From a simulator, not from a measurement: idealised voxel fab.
Process module under the name voxel self aligned contacts
In the cross-section labelled cut, the width is 205 nm and each square cell is 5 nm.
Think of the cross-section as a grid of square cells. We describe it in bands, top to bottom, and each band covers one or more rows of those cells. Band: top and bottom heights (nm) first, top before bottom; then materials from left to right, widths in nm. "everywhere" marks a sole material filling the band edge to edge. "blank" denotes empty space. The level at which height equals 0 is the one under which the wafer, as it arrives, is entirely one material. No lower edge exists for the bottom band, which continues downward and is notated as in "0..down". A width such as "30 to 40" changes by the same amount from each row of cells to the next, from the band's top row to its bottom row. Basically "nothing altered" means that step didn't change any cell in the cross-section. "Catalogued sealed voids" means: voids of 8 cells or more that are shut off from the top with no open way through. Written width x height at distance, distance from the left edge, in nm. Whatever follows a step's settings on its line is a remark the simulator itself makes about that step. The line of a step may include "overlay nm". On a step with a mask, this value is how far to the right of its planned place the mask lay. A negative value means the mask lay to the left.

Below is the list of planned process steps
- 1: RECEIVE: material Si
- 2: OXIDIZE: depth nm 5
- 3: DIRECTIONAL_DEP: material polySi, thk nm 20
- 4: DIRECTIONAL_DEP: material SiN, thk nm 25
- 5: MASKED_ETCH: tone cover, mask id GATE, width nm 30, pitch nm 65, etch materials SiN, depth nm 15, overlay nm 0
- 6: MASKED_ETCH: tone cover, mask id GATE, width nm 30, pitch nm 65, etch materials polySi, depth nm 20, overlay nm 0
- 7: CONFORMAL_DEP: material SiN, thk nm 10
- 8: DIRECTIONAL_ETCH: etch materials SiN, depth nm 10
- 9: FILL_DEP: material SiO2, thk nm 20
- 10: CMP: height nm 55
- 11: DIRECTIONAL_DEP: material aC, thk nm 15
- 12: PATTERN: tone open, mask id CONTACT, material resist, width nm 45, thk nm 30, overlay nm 0
- 13: DIRECTIONAL_ETCH: etch materials aC, depth nm 15
- 14: STRIP: etch materials resist
- 15: DIRECTIONAL_ETCH: etch materials SiO2, depth nm 60
- 16: STRIP: etch materials aC
- 17: CONFORMAL_DEP: material TiN, thk nm 5
- 18: FILL_DEP: material Ru, thk nm 5
- 19: CMP: height nm 55
- 20: CONFORMAL_DEP: material SiCN, thk nm 5
Quick note for whoever runs this: the wafers start identical, but the depth nm at step 5 isn't the same across them. The plan just shows what the first wafer had.

The first of several wafers, as received after step 1, seen in section
* 0..down  Si everywhere
* Catalogued sealed voids: none

Rows = wafers. At module end, each row lists per material the cells gained (+) or lost (-) since the wafer was received, then the closed voids
depth nm 15, +10 Ru, -41 Si, +41 SiCN, +142 SiN, +159 SiO2, +17 TiN, +164 polySi, Catalogued sealed voids: none
depth nm 20, +11 Ru, -41 Si, +41 SiCN, +121 SiN, +177 SiO2, +19 TiN, +164 polySi, Catalogued sealed voids: none
depth nm 25, +17 Ru, -41 Si, +41 SiCN, +132 SiN, +264 SiO2, +31 TiN, +48 polySi, Catalogued sealed voids: none
depth nm 30, +17 Ru, -41 Si, +41 SiCN, +132 SiN, +264 SiO2, +31 TiN, +48 polySi, Catalogued sealed voids: none
depth nm 35, +17 Ru, -41 Si, +41 SiCN, +132 SiN, +264 SiO2, +31 TiN, +48 polySi, Catalogued sealed voids: none
depth nm 40, +17 Ru, -41 Si, +41 SiCN, +132 SiN, +264 SiO2, +31 TiN, +48 polySi, Catalogued sealed voids: none
